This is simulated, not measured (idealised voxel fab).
Herein follows the process module entitled voxel lift off.
The figure presents cross-section cut, which has a width of 240 nm and is divided into square cells with an edge length of 5 nm.
Square cells in a grid make up a cross-section in this document, and the grid is given as bands, listed from the top down, each one or more rows of cells. Within each band entry, the heights of the top and of the bottom of the band appear first, in that order and in nm; the materials of the band then follow from left to right, each with its corresponding width in nm. The designation "edge to edge" on a single material indicates that it fills the band from edge to edge; the designation "air" indicates empty space. Heights are reckoned from 0. Under this level, the received wafer is all of one material. The bottommost band is open-ended downward, for example "z 0 and below". Graded width ("30..40"): value in top row of band = first number; value in bottom row = second number; row-to-row change constant. Reading "same as before" for a step: not a cell of the cross-section changed in it. What "Fully closed voids" gives you is every empty space of 8 cells or more that is cut off from the top. Each appears as width x height at distance, with the distance taken from the left edge and width, height and distance all in nm. The remark found on a step's line after its settings is issued by the simulator itself and pertains to that step. "overlay nm", when on a step's line for a step with a mask, measures how far to the right of its planned place the mask lay; a negative measure means to the left.
Planned process steps:
| 1 | RECEIVE,material Si |
| 2 | CONFORMAL_DEP,material Al2O3,thk nm 5 |
| 3 | PATTERN,tone open,mask id LINES,material resist,width nm 25,pitch nm 55,thk nm 20,overlay nm 0 |
| 4 | DIRECTIONAL_DEP,material Ru,thk nm 5 |
| 5 | STRIP,etch materials resist |
| 6 | CONFORMAL_DEP,material SiN,thk nm 10 |
Here's what the wafer looked like in cross-section when it arrived - that's after step 1:
    z 0 and below  Si edge to edge
    Fully closed voids: none
What the wafer looks like in cross-section after this module, when it starts as shown above and follows the plan above but one mistake is made in running it:
    z 20 to 15  air: 80, then SiN: 45, then air: 10, then SiN: 45, then air: 60
    z 15 to 10  SiN edge to edge
    z 10 to 5  SiN: 90, then Ru: 25, then SiN: 30, then Ru: 25, then SiN: 70
    z 5 to 0  Al2O3 edge to edge
    z 0 and below  Si edge to edge
    Fully closed voids: none
Processing error: in deviation from the planned setting, step 3 was conducted as PATTERN,tone open,mask id LINES,material resist,width nm 25,pitch nm 55,thk nm 20,overlay nm 10
